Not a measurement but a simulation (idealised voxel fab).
Process module under the name voxel spacer lines
cross-section cut | 260 nm wide | cells 5 nm
Cross-section = grid of square cells, listed top down in bands; band = one or more rows. Within each band entry, the heights of the top and of the bottom of the band appear first, in that order and in nm; the materials of the band then follow from left to right, each with its corresponding width in nm. The designation "edge to edge" on a single material indicates that it fills the band from edge to edge; the designation "air" indicates empty space. Height 0 is the level under which the wafer as received is all one material. The lowest band goes on downwards, as in "0 nm and below". It should be noted that a width expressed as "30->40" varies in equal increments from row to row of cells within the band, taking the value of the first number at the top row and that of the second number at the bottom row. Any step labelled "no alteration" changed none of the cells in the cross-section. "Trapped cavities" lists enclosed empty spaces (at least 8 cells, no open path upward to the top), each as width x height at distance from the left edge, in nm. It should be noted that, on the line of a given step, the content following the step's settings is a remark produced by the simulator itself with respect to that step. overlay nm: right-of-plan distance of the mask on a masked step; negative values mean left-of-plan.
plan
1. RECEIVE,material Si
2. CONFORMAL_DEP,material SiO2,thk nm 5
3. DIRECTIONAL_DEP,material TiN,thk nm 15
4. DIRECTIONAL_DEP,material aC,thk nm 25
5. PATTERN,tone cover,mask id MANDREL,material resist,width nm 25,pitch nm 80,thk nm 35,overlay nm 0
6. DIRECTIONAL_ETCH,etch materials aC,depth nm 25
7. STRIP,etch materials resist
8. CONFORMAL_DEP,material SiN,thk nm 15
9. DIRECTIONAL_ETCH,etch materials SiN,depth nm 15
10. STRIP,etch materials aC
11. DIRECTIONAL_ETCH,etch materials TiN,depth nm 15
12. STRIP,etch materials SiN
Cross-section of the incoming wafer, state after step 1
0 nm and below = Si edge to edge
Trapped cavities: none
The first of two wafers, cross-sectioned at the end of the module, with the run proceeding as planned
20 nm to 5 nm = 20 of air / 15 of TiN / 25 of air / 15 of TiN / 25 of air / 15 of TiN / 25 of air / 15 of TiN / 25 of air / 15 of TiN / 25 of air / 15 of TiN / 25 of air
5 nm to 0 nm = SiO2 edge to edge
0 nm and below = Si edge to edge
Trapped cavities: none
End of module, second wafer, cross-section. Started like the first, planned like the first, run with one mistake
35 nm to 20 nm = 20 of air / 15 of TiN / 25 of air / 15 of TiN / 25 of air / 15 of TiN / 25 of air / 15 of TiN / 25 of air / 15 of TiN / 25 of air / 15 of TiN / 25 of air
20 nm to 5 nm = TiN edge to edge
5 nm to 0 nm = SiO2 edge to edge
0 nm and below = Si edge to edge
Trapped cavities: none
What broke from the plan during processing? execution of plan step 3 occurred twice
Wrapping up, a cell-based count of both wafers puts the second over or under the first for these materials: TiN: 156 more
